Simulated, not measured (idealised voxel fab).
Process module name: voxel quadruple lines
cross-section cut | 230 nm wide | cells 5 nm
Cross-section = grid of square cells, listed top down in bands; band = one or more rows. Quick guide to a band line: top height, bottom height (nm) up front; then every material left to right with its width in nm. Only one material and it's marked "all across"? Then it fills the band edge to edge. And "empty" just means empty space. Below 0: as-received wafer, all one material; heights counted from there. Lowest band: no bottom, goes on down, written "from 0 down". Width: "30 to 40" (first number = top row, second number = bottom row, same change from row to row of cells). "all unchanged" (step): cross-section cells unchanged, all of them. Enclosed voids (no open way to top), threshold 8 cells or more, entry "Encapsulated voids", notation width x height at distance, distance from left edge, nm. Read whatever lies past the settings on a step's line as the simulator's own remark about the step. The "overlay nm" setting may appear on a step's line; for a step that uses a mask, it gives how far to the right of its planned position the mask lay, and a negative value indicates the left.

List of planned process steps
1,RECEIVE (material Si)
2,CONFORMAL_DEP (material SiO2; thk nm 5)
3,DIRECTIONAL_DEP (material TiN; thk nm 10)
4,DIRECTIONAL_DEP (material polySi; thk nm 15)
5,DIRECTIONAL_DEP (material aC; thk nm 20)
6,PATTERN (tone cover; mask id MANDREL; material resist; width nm 15; thk nm 25; overlay nm 0)
7,DIRECTIONAL_ETCH (etch materials aC; depth nm 20)
8,STRIP (etch materials resist)
9,CONFORMAL_DEP (material SiO2; thk nm 15)
10,DIRECTIONAL_ETCH (etch materials SiO2; depth nm 15)
11,STRIP (etch materials aC)
12,DIRECTIONAL_ETCH (etch materials polySi; depth nm 15)
13,STRIP (etch materials SiO2)
14,CONFORMAL_DEP (material SiCN; thk nm 5)
15,DIRECTIONAL_ETCH (etch materials SiCN; depth nm 5)
16,STRIP (etch materials polySi)
17,DIRECTIONAL_ETCH (etch materials TiN; depth nm 10)
18,STRIP (etch materials SiCN)
19,FILL_DEP (material SiO2; thk nm 5)
20,CMP (height nm 15)
The wafers are alike at the start. At step 6, their width nm differs. The plan lists the first wafer's value.

First wafer of several, as received: cross-section after step 1
from 0 down = Si all across
Encapsulated voids: none

Below, a row for every wafer. Read it as the end-of-module picture: for each material the wafer shows its cells gained (+) or lost (-) since it was received, and then its closed voids
width nm 15 | +130 SiO2 | +8 TiN | Encapsulated voids: none
width nm 20 | +130 SiO2 | +8 TiN | Encapsulated voids: none
width nm 25 | +130 SiO2 | +8 TiN | Encapsulated voids: none
width nm 30 | +130 SiO2 | +8 TiN | Encapsulated voids: none
width nm 35 | +130 SiO2 | +8 TiN | Encapsulated voids: none
width nm 40 | +130 SiO2 | +8 TiN | Encapsulated voids: none
